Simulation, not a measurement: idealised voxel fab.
Presented below is a process module, voxel released beams.
Xsec cut, 295 nm wide, square cell size 5 nm.
Bands, listed from the top down, are how a cross-section gets written in this document; the cross-section itself is a grid of square cells, and a band is one or more rows of them. Within each band entry, the heights of the top and of the bottom of the band appear first, in that order and in nm; the materials of the band then follow from left to right, each with its corresponding width in nm. The designation "edge to edge" on a single material indicates that it fills the band from edge to edge; the designation "air" indicates empty space. Measure heights from 0. That's the level where, below it, the as-received wafer is all one material. The lowest band is bottomless and extends downward; write it as in "top 0, no bottom". With a width like "30->40", each row of cells in the band differs from the next by the same amount, the top row carrying the first number and the bottom row the second. "no alteration" (step): cross-section cells unchanged, all of them. Voids not open to the top, 8 cells minimum: see "Internal closed voids". Written width x height at distance; distance is from the left edge; nm. Formally, on a step line, whatever follows the settings is a remark that the simulator itself makes on the step. overlay nm: where the mask lay relative to plan, measured to the right, on steps with a mask; negatives go left.

**Process steps foreseen in the plan**
1,RECEIVE [material Si]
2,CONFORMAL_DEP [material Al2O3] [thk nm 10]
3,DIRECTIONAL_DEP [material SiO2] [thk nm 15]
4,PATTERN [tone open] [mask id ANCHOR] [material resist] [width nm 35] [thk nm 20] [overlay nm 0]
5,DIRECTIONAL_ETCH [etch materials SiO2] [depth nm 15]
6,STRIP [etch materials resist]
7,CONFORMAL_DEP [material SiN] [thk nm 15]
8,DIRECTIONAL_DEP [material aC] [thk nm 15]
9,PATTERN [tone cover] [mask id BEAM] [material resist] [width nm 115] [thk nm 30] [overlay nm 0]
10,DIRECTIONAL_ETCH [etch materials aC] [depth nm 15]
11,STRIP [etch materials resist]
12,DIRECTIONAL_ETCH [etch materials SiN] [depth nm 15]
13,STRIP [etch materials aC]
14,STRIP [etch materials SiO2]

**Incoming wafer in cross-section (state: after step 1)**
	top 0, no bottom: Si edge to edge
	Internal closed voids: none

**Post-module cross-section of the first of two wafers (run per plan)**
	top 40, bottom 25: 85 of air  20 of SiN  5 of air  90 of SiN  95 of air
	top 25, bottom 10: 90 of air  35 of SiN  170 of air
	top 10, bottom 0: Al2O3 edge to edge
	top 0, no bottom: Si edge to edge
	Internal closed voids: none

**Cross-section, second wafer: same start as the first, same plan as the first, one mistake in running it; taken at the end of the module**
	top 45, bottom 30: 85 of air  20 of SiN  5 of air  90 of SiN  95 of air
	top 30, bottom 15: 90 of air  35 of SiN  170 of air
	top 15, bottom 0: Al2O3 edge to edge
	top 0, no bottom: Si edge to edge
	Internal closed voids: none
It is concluded that the wafer was processed incorrectly with respect to the plan, in that planned and actual differ for step 2; actual: CONFORMAL_DEP [material Al2O3] [thk nm 15]
At the finish, the second wafer shows more or fewer cells for some materials than the first does: Al2O3 +59
